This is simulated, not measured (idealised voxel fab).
The following is a process module called voxel double patterning.
The cross-section shown here is cut; it is 240 nm wide and divided into square cells measuring 5 nm on a side.
How to read a cross-section here: the picture is a grid of square cells, written as bands going from the top down, and any band can span one or more rows of cells. Top height, bottom height, nm. Materials left to right, width each, nm. Single material + "throughout" = fills band edge to edge. "empty" = empty. Counting heights begins at 0, where everything beneath is, in the wafer as received, one material. The lowest band has no bottom; it goes on downwards, as "0 and below" shows. Think of "30..40" as a width that walks from the first number to the second as you go down the band, top row to bottom row, taking equal-sized steps from row to row. Step note "no modification" = no cross-section cell changed. So "Closed internal voids" is basically the list of trapped voids: any empty space of 8 cells or more that can't reach the top through an opening. They're written width x height at distance, the distance being from the left edge, and it's all nm. The remark found on a step's line after its settings is issued by the simulator itself and pertains to that step. What "overlay nm" on a step's line means: if the step has a mask, that mask lay this far to the right of its planned place, or, when the value is negative, to the left.
# Steps in the process plan
| 1 | RECEIVE, material Si |
| 2 | CONFORMAL_DEP, material SiO2, thk nm 5 |
| 3 | DIRECTIONAL_DEP, material polySi, thk nm 15 |
| 4 | DIRECTIONAL_DEP, material SiCN, thk nm 5 |
| 5 | MASKED_ETCH, tone open, mask id FIRST, width nm 15, pitch nm 50, etch materials SiCN, depth nm 5, overlay nm -15 |
| 6 | DIRECTIONAL_DEP, material aC, thk nm 10 |
| 7 | PATTERN, tone open, mask id SECOND, material resist, width nm 15, pitch nm 50, thk nm 25, overlay nm 0 |
| 8 | DIRECTIONAL_ETCH, etch materials aC, depth nm 10 |
| 9 | STRIP, etch materials resist |
| 10 | DIRECTIONAL_ETCH, etch materials SiCN, depth nm 5 |
| 11 | STRIP, etch materials aC |
| 12 | DIRECTIONAL_ETCH, etch materials polySi, depth nm 15 |
| 13 | STRIP, etch materials SiCN |
The value of overlay nm given for step 5 in the plan refers to the first wafer; the wafers vary in this setting and are alike at the start.
# So this is the first of several wafers, cross-sectioned as it came to us, meaning it's at the end of step 1
> 0 and below  Si throughout
> Closed internal voids: none
# Here is how to read the rows: every wafer has a row, and it shows the wafer at the end of the module, giving for each material how many cells were gained (+) or lost (-) since the wafer was received, then listing its closed voids
overlay nm -15 | +48 SiO2 | +105 polySi | Closed internal voids: none
overlay nm -10 | +48 SiO2 | +99 polySi | Closed internal voids: none
overlay nm -5 | +48 SiO2 | +99 polySi | Closed internal voids: none
overlay nm 0 | +48 SiO2 | +99 polySi | Closed internal voids: none
overlay nm 5 | +48 SiO2 | +99 polySi | Closed internal voids: none
overlay nm 10 | +48 SiO2 | +99 polySi | Closed internal voids: none
overlay nm 15 | +48 SiO2 | +105 polySi | Closed internal voids: none
